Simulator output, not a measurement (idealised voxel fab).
Process module in this document: voxel ribs on slabs
Square cells of 5 nm make up the cross-section cut, whose width is 145 nm.
Cross-section format: a grid of square cells, given as bands from top to bottom; each band is one or more rows of cells.
In this notation a band is specified by the heights of its top and bottom, in that order and in nm, after which its materials appear from left to right, each paired with its width in nm. The word "edge to edge" attached to a single material means that material fills the band from edge to edge; the word "empty" stands for empty space.
Height reference: 0 = level under which incoming wafer is all one material. Lowest band: no bottom, runs on downward, e.g. "0 nm and below".
A two-number width, for instance "30..40", indicates that the width is equal to the first number in the top row of the band and to the second number in the bottom row, and that it changes by a constant amount per row of cells.
Step note "nothing altered" = no cross-section cell changed.
Any empty space of 8 cells or more lacking an open way to the top shows up in "Completely enclosed voids" as width x height at distance, distance from the left edge, in nm.
Heads up: the bit after the settings on a step's line is the simulator's remark on that step.
The line of a step may include "overlay nm". On a step with a mask, this value is how far to the right of its planned place the mask lay. A negative value means the mask lay to the left.
Set out below are the planned steps of the process
1. RECEIVE (material Si)
2. DIRECTIONAL_DEP (material SiO2; thk nm 25)
3. DIRECTIONAL_DEP (material SiN; thk nm 15)
4. PATTERN (tone cover; mask id RIB; material resist; width nm 25; thk nm 20; overlay nm 0)
5. DIRECTIONAL_ETCH (etch materials SiN; depth nm 5)
6. STRIP (etch materials resist)
7. PATTERN (tone cover; mask id SLAB; material resist; width nm 85; thk nm 15; overlay nm 0)
8. DIRECTIONAL_ETCH (etch materials SiN; depth nm 10)
9. STRIP (etch materials resist)
10. FILL_DEP (material SiO2; thk nm 15)
11. CMP (height nm 50)
12. DIRECTIONAL_DEP (material W; thk nm 10)
13. PATTERN (tone cover; mask id HEATER; material resist; width nm 35; thk nm 20; overlay nm 0)
14. DIRECTIONAL_ETCH (etch materials W; depth nm 10)
15. STRIP (etch materials resist)
16. CONFORMAL_DEP (material SiO2; thk nm 5)
First wafer, two in total, run as planned
Incoming wafer, cross-sectional view, post step 1
0 nm and below: Si edge to edge
Completely enclosed voids: none
The following cross-section depicts the wafer upon completion of step 2
25 nm to 0 nm: SiO2 edge to edge
Heights below 0 show no change.
The following cross-section depicts the wafer upon completion of step 3
40 nm to 25 nm: SiN edge to edge
Heights below 25 show no change.
The following cross-section depicts the wafer upon completion of step 4
60 nm to 40 nm: 60 empty | 25 resist | 60 empty
Heights below 40 show no change.
The following cross-section depicts the wafer upon completion of step 5
60 nm to 40 nm: 60 empty | 25 resist | 60 empty
40 nm to 35 nm: 60 empty | 25 SiN | 60 empty
Heights below 35 show no change.
The following cross-section depicts the wafer upon completion of step 6
40 nm to 35 nm: 60 empty | 25 SiN | 60 empty
Heights below 35 show no change.
The following cross-section depicts the wafer upon completion of step 7
55 nm to 40 nm: 30 empty | 85 resist | 30 empty
40 nm to 35 nm: 30 empty | 30 resist | 25 SiN | 30 resist | 30 empty
Heights below 35 show no change.
The following cross-section depicts the wafer upon completion of step 8
55 nm to 40 nm: 30 empty | 85 resist | 30 empty
40 nm to 35 nm: 30 empty | 30 resist | 25 SiN | 30 resist | 30 empty
35 nm to 25 nm: 30 empty | 85 SiN | 30 empty
Heights below 25 show no change.
The following cross-section depicts the wafer upon completion of step 9
40 nm to 35 nm: 60 empty | 25 SiN | 60 empty
Heights below 35 show no change.
The following cross-section depicts the wafer upon completion of step 10
55 nm to 40 nm: SiO2 edge to edge
40 nm to 35 nm: 60 SiO2 | 25 SiN | 60 SiO2
35 nm to 25 nm: 30 SiO2 | 85 SiN | 30 SiO2
Heights below 25 show no change.
The following cross-section depicts the wafer upon completion of step 11
50 nm to 40 nm: SiO2 edge to edge
Heights below 40 show no change.
The following cross-section depicts the wafer upon completion of step 12
60 nm to 50 nm: W edge to edge
Heights below 50 show no change.
The following cross-section depicts the wafer upon completion of step 13
80 nm to 60 nm: 55 empty | 35 resist | 55 empty
Heights below 60 show no change.
The following cross-section depicts the wafer upon completion of step 14
80 nm to 60 nm: 55 empty | 35 resist | 55 empty
60 nm to 50 nm: 55 empty | 35 W | 55 empty
Heights below 50 show no change.
The following cross-section depicts the wafer upon completion of step 15
60 nm to 50 nm: 55 empty | 35 W | 55 empty
Heights below 50 show no change.
The following cross-section depicts the wafer upon completion of step 16
65 nm to 60 nm: 50 empty | 45 SiO2 | 50 empty
60 nm to 55 nm: 50 empty | 5 SiO2 | 35 W | 5 SiO2 | 50 empty
55 nm to 50 nm: 55 SiO2 | 35 W | 55 SiO2
Heights below 50 show no change.
Second of two: same start, same plan, one run error; steps up to and including 2 match the first
Second wafer: cross-section at the scheduled end of step 3
55 nm to 25 nm: SiN edge to edge
Heights below 25 show no change.
Second wafer: cross-section at the scheduled end of step 4
75 nm to 55 nm: 60 empty | 25 resist | 60 empty
Heights below 55 show no change.
Second wafer: cross-section at the scheduled end of step 5
75 nm to 55 nm: 60 empty | 25 resist | 60 empty
55 nm to 50 nm: 60 empty | 25 SiN | 60 empty
Heights below 50 show no change.
Second wafer: cross-section at the scheduled end of step 6
55 nm to 50 nm: 60 empty | 25 SiN | 60 empty
Heights below 50 show no change.
Second wafer: cross-section at the scheduled end of step 7
70 nm to 55 nm: 30 empty | 85 resist | 30 empty
55 nm to 50 nm: 30 empty | 30 resist | 25 SiN | 30 resist | 30 empty
Heights below 50 show no change.
Second wafer: cross-section at the scheduled end of step 8
70 nm to 55 nm: 30 empty | 85 resist | 30 empty
55 nm to 50 nm: 30 empty | 30 resist | 25 SiN | 30 resist | 30 empty
50 nm to 40 nm: 30 empty | 85 SiN | 30 empty
Heights below 40 show no change.
Second wafer: cross-section at the scheduled end of step 9
55 nm to 50 nm: 60 empty | 25 SiN | 60 empty
Heights below 50 show no change.
Second wafer: cross-section at the scheduled end of step 10
70 nm to 55 nm: SiO2 edge to edge
55 nm to 50 nm: 60 SiO2 | 25 SiN | 60 SiO2
50 nm to 40 nm: 30 SiO2 | 85 SiN | 30 SiO2
Heights below 40 show no change.
Second wafer: cross-section at the scheduled end of step 11
50 nm to 40 nm: 30 SiO2 | 85 SiN | 30 SiO2
Heights below 40 show no change.
Second wafer: cross-section at the scheduled end of step 12
60 nm to 50 nm: W edge to edge
Heights below 50 show no change.
Second wafer: cross-section at the scheduled end of step 13
80 nm to 60 nm: 55 empty | 35 resist | 55 empty
Heights below 60 show no change.
Second wafer: cross-section at the scheduled end of step 14
80 nm to 60 nm: 55 empty | 35 resist | 55 empty
60 nm to 50 nm: 55 empty | 35 W | 55 empty
Heights below 50 show no change.
Second wafer: cross-section at the scheduled end of step 15
60 nm to 50 nm: 55 empty | 35 W | 55 empty
Heights below 50 show no change.
Second wafer: cross-section at the scheduled end of step 16
65 nm to 60 nm: 50 empty | 45 SiO2 | 50 empty
60 nm to 55 nm: 50 empty | 5 SiO2 | 35 W | 5 SiO2 | 50 empty
55 nm to 50 nm: 55 SiO2 | 35 W | 55 SiO2
Heights below 50 show no change.
What was the processing mistake? step 3 was run twice
In the final state, the cell counts of the second wafer exceed or fall short of those of the first for the following materials: 82 more of SiN; 82 fewer of SiO2
